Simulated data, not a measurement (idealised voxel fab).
process module | voxel released beams
cross-section cut | 270 nm wide | cells 5 nm
A cross-section is a grid of square cells, given in bands from the top down. A band is one or more rows of cells.
Each band's line starts with the height of the band's top and of its bottom, in nm. Then come its materials from left to right, each with its width in nm. One material with "throughout" fills the band from edge to edge. "air" is empty space.
Height 0 is the level under which the wafer as received is all one material. The lowest band goes on downwards, as in "0 down".
A width such as "30 to 40" changes by the same amount from each row of cells to the next, from the band's top row to its bottom row.
"no change" after a step means that no cell of the cross-section changed.
closed voids: empty space of 8 cells or more with no open way to the top, each as width x height at its distance from the left edge, in nm
after a step's settings: what the simulator itself notes on the step
overlay nm, on a step with a mask: how far to the right of its planned place the mask lay; to the left if negative
plan
1 op RECEIVE | material Si
2 op CONFORMAL_DEP | material Al2O3 | thk nm 10
3 op DIRECTIONAL_DEP | material SiO2 | thk nm 15
4 op MASKED_ETCH | tone open | mask id ANCHOR | width nm 30 | etch materials SiO2 | depth nm 15 | overlay nm 0
5 op CONFORMAL_DEP | material polySi | thk nm 10
6 op MASKED_ETCH | tone cover | mask id BEAM | width nm 115 | etch materials polySi | depth nm 10 | overlay nm 0
7 op STRIP | etch materials SiO2
first wafer, as planned
as received, after step 1
  0 down: Si throughout
  closed voids: none
after step 2
  10 to 0: Al2O3 throughout
  below 0: unchanged
after step 3
  25 to 10: SiO2 throughout
  below 10: unchanged
after step 4
  25 to 10: SiO2 80 | air 30 | SiO2 160
  below 10: unchanged
after step 5
  35 to 25: polySi 90 | air 10 | polySi 170
  25 to 20: SiO2 80 | polySi 10 | air 10 | polySi 10 | SiO2 160
  20 to 10: SiO2 80 | polySi 30 | SiO2 160
  below 10: unchanged
after step 6
  35 to 25: air 75 | polySi 15 | air 10 | polySi 90 | air 80
  below 25: unchanged
after step 7
  35 to 25: air 75 | polySi 15 | air 10 | polySi 90 | air 80
  25 to 20: air 80 | polySi 10 | air 10 | polySi 10 | air 160
  20 to 10: air 80 | polySi 30 | air 160
  below 10: unchanged
second wafer: like start, like plan, one mistake. Through step 2 it matches the first wafer
when step 3 should have ended
  25 to 0: Al2O3 throughout
  below 0: unchanged
when step 4 should have ended: no change
when step 5 should have ended
  35 to 25: polySi throughout
  below 25: unchanged
when step 6 should have ended
  35 to 25: air 75 | polySi 115 | air 80
  below 25: unchanged
when step 7 should have ended: no change
what went wrong: step 3 ran as: op DIRECTIONAL_DEP | material Al2O3 | thk nm 15
at the end the second wafer has, in cells: 162 more of Al2O3 | 12 fewer of polySi
